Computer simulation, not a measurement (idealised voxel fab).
process module | voxel quadruple lines
cross-section cut | 245 nm wide | cells 5 nm
A cross-section is a grid of square cells, given in bands from the top down. A band is one or more rows of cells.
Each band's line starts with the height of the band's top and of its bottom, in nm. Then come its materials from left to right, each with its width in nm. One material with "throughout" fills the band from edge to edge. "air" is empty space.
Height 0 is the level under which the wafer as received is all one material. The lowest band goes on downwards, as in "0 down".
A width such as "30 to 40" changes by the same amount from each row of cells to the next, from the band's top row to its bottom row.
"no change" after a step means that no cell of the cross-section changed.
closed voids: empty space of 8 cells or more with no open way to the top, each as width x height at its distance from the left edge, in nm
after a step's settings: what the simulator itself notes on the step
overlay nm, on a step with a mask: how far to the right of its planned place the mask lay; to the left if negative
plan
1 op RECEIVE | material Si
2 op CONFORMAL_DEP | material Al2O3 | thk nm 10
3 op DIRECTIONAL_DEP | material TiN | thk nm 10
4 op DIRECTIONAL_DEP | material polySi | thk nm 15
5 op DIRECTIONAL_DEP | material aC | thk nm 25
6 op PATTERN | tone cover | mask id MANDREL | material resist | width nm 25 | pitch nm 80 | thk nm 35 | overlay nm 0
7 op DIRECTIONAL_ETCH | etch materials aC | depth nm 25
8 op STRIP | etch materials resist
9 op CONFORMAL_DEP | material SiO2 | thk nm 15
10 op DIRECTIONAL_ETCH | etch materials SiO2 | depth nm 15
11 op STRIP | etch materials aC
12 op DIRECTIONAL_ETCH | etch materials polySi | depth nm 15
13 op STRIP | etch materials SiO2
14 op CONFORMAL_DEP | material SiN | thk nm 5
15 op DIRECTIONAL_ETCH | etch materials SiN | depth nm 5
16 op STRIP | etch materials polySi
17 op DIRECTIONAL_ETCH | etch materials TiN | depth nm 10
18 op STRIP | etch materials SiN
as received, after step 1
  0 down: Si throughout
  closed voids: none
first wafer at the end, as planned
  20 to 10: air 50 | TiN 5 | air 15 | TiN 5 | air 15 | TiN 5 | air 15 | TiN 5 | air 15 | TiN 5 | air 15 | TiN 5 | air 15 | TiN 5 | air 15 | TiN 5 | air 50
  10 to 0: Al2O3 throughout
  0 down: Si throughout
  closed voids: none
second wafer at the end: like start, like plan, one mistake
  20 to 10: air 65 | TiN 5 | air 25 | TiN 5 | air 45 | TiN 5 | air 25 | TiN 5 | air 65
  10 to 0: Al2O3 throughout
  0 down: Si throughout
  closed voids: none
what went wrong: step 6 ran as: op PATTERN | tone open | mask id MANDREL | material resist | width nm 25 | pitch nm 80 | thk nm 35 | overlay nm 0
at the end the second wafer has, in cells: 8 fewer of TiN
